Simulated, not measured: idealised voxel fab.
process module | voxel wiring stack
cross-section cut | 150 nm wide | cells 5 nm
A cross-section is a grid of square cells, given in bands from the top down. A band is one or more rows of cells.
Each band's line starts with the height of the band's top and of its bottom, in nm. Then come its materials from left to right, each with its width in nm. One material with "throughout" fills the band from edge to edge. "air" is empty space.
Height 0 is the level under which the wafer as received is all one material. The lowest band goes on downwards, as in "0 down".
A width such as "30 to 40" changes by the same amount from each row of cells to the next, from the band's top row to its bottom row.
"no change" after a step means that no cell of the cross-section changed.
closed voids: empty space of 8 cells or more with no open way to the top, each as width x height at its distance from the left edge, in nm
after a step's settings: what the simulator itself notes on the step
overlay nm, on a step with a mask: how far to the right of its planned place the mask lay; to the left if negative
plan
1 op RECEIVE | material Si
2 op CONFORMAL_DEP | material SiO2 | thk nm 10
3 op DIRECTIONAL_DEP | material TiN | thk nm 5
4 op DIRECTIONAL_DEP | material W | thk nm 20
5 op MASKED_ETCH | tone cover | mask id METAL_1 | width nm 20 | pitch nm 35 | etch materials W | depth nm 20 | overlay nm 0
6 op MASKED_ETCH | tone cover | mask id METAL_1 | width nm 20 | pitch nm 35 | etch materials TiN | depth nm 5 | overlay nm 0
7 op FILL_DEP | material lowk | thk nm 10
8 op CMP | height nm 35
9 op CONFORMAL_DEP | material SiCN | thk nm 5
10 op DIRECTIONAL_DEP | material SiO2 | thk nm 20
11 op MASKED_ETCH | tone open | mask id PLUG_1 | width nm 15 | etch materials SiO2 | depth nm 20 | overlay nm 0
12 op MASKED_ETCH | tone open | mask id PLUG_1 | width nm 15 | etch materials SiCN | depth nm 5 | overlay nm 0
13 op CONFORMAL_DEP | material TiN | thk nm 5
14 op FILL_DEP | material Ru | thk nm 5
15 op CMP | height nm 60
16 op CONFORMAL_DEP | material SiCN | thk nm 5
17 op DIRECTIONAL_DEP | material lowk | thk nm 25
18 op DIRECTIONAL_DEP | material aC | thk nm 10
19 op PATTERN | tone open | mask id METAL_2 | material resist | width nm 20 | pitch nm 35 | thk nm 25 | overlay nm 0
20 op DIRECTIONAL_ETCH | etch materials aC | depth nm 10
21 op STRIP | etch materials resist
22 op DIRECTIONAL_ETCH | etch materials lowk | depth nm 25
23 op DIRECTIONAL_ETCH | etch materials SiCN | depth nm 5
24 op STRIP | etch materials aC
25 op CONFORMAL_DEP | material TiN | thk nm 5
26 op FILL_DEP | material Ru | thk nm 5
27 op CMP | height nm 90
28 op EPI | material Ru | thk nm 5
29 op FILL_DEP | material SiCN | thk nm 5
as received, after step 1
  0 down: Si throughout
  closed voids: none
a wafer at the end: this start, this plan, one mistake
  100 to 95: SiCN throughout
  95 to 90: Ru throughout
  90 to 85: TiN 50 | Ru 10 | TiN 25 | Ru 10 | TiN 55
  85 to 65: lowk 45 | TiN 5 | Ru 10 | TiN 5 | lowk 15 | TiN 5 | Ru 10 | TiN 5 | lowk 50
  65 to 60: SiCN 45 | TiN 20 | SiCN 15 | TiN 20 | SiCN 50
  60 to 40: SiO2 45 | TiN 5 | Ru 5 | TiN 5 | SiO2 90
  40 to 35: SiCN 45 | TiN 15 | SiCN 90
  35 to 15: lowk 45 | W 20 | lowk 15 | W 20 | lowk 50
  15 to 10: lowk 45 | TiN 20 | lowk 15 | TiN 20 | lowk 50
  10 to 0: SiO2 throughout
  0 down: Si throughout
  closed voids: none
what went wrong: step 17 ran as: op DIRECTIONAL_DEP | material lowk | thk nm 20
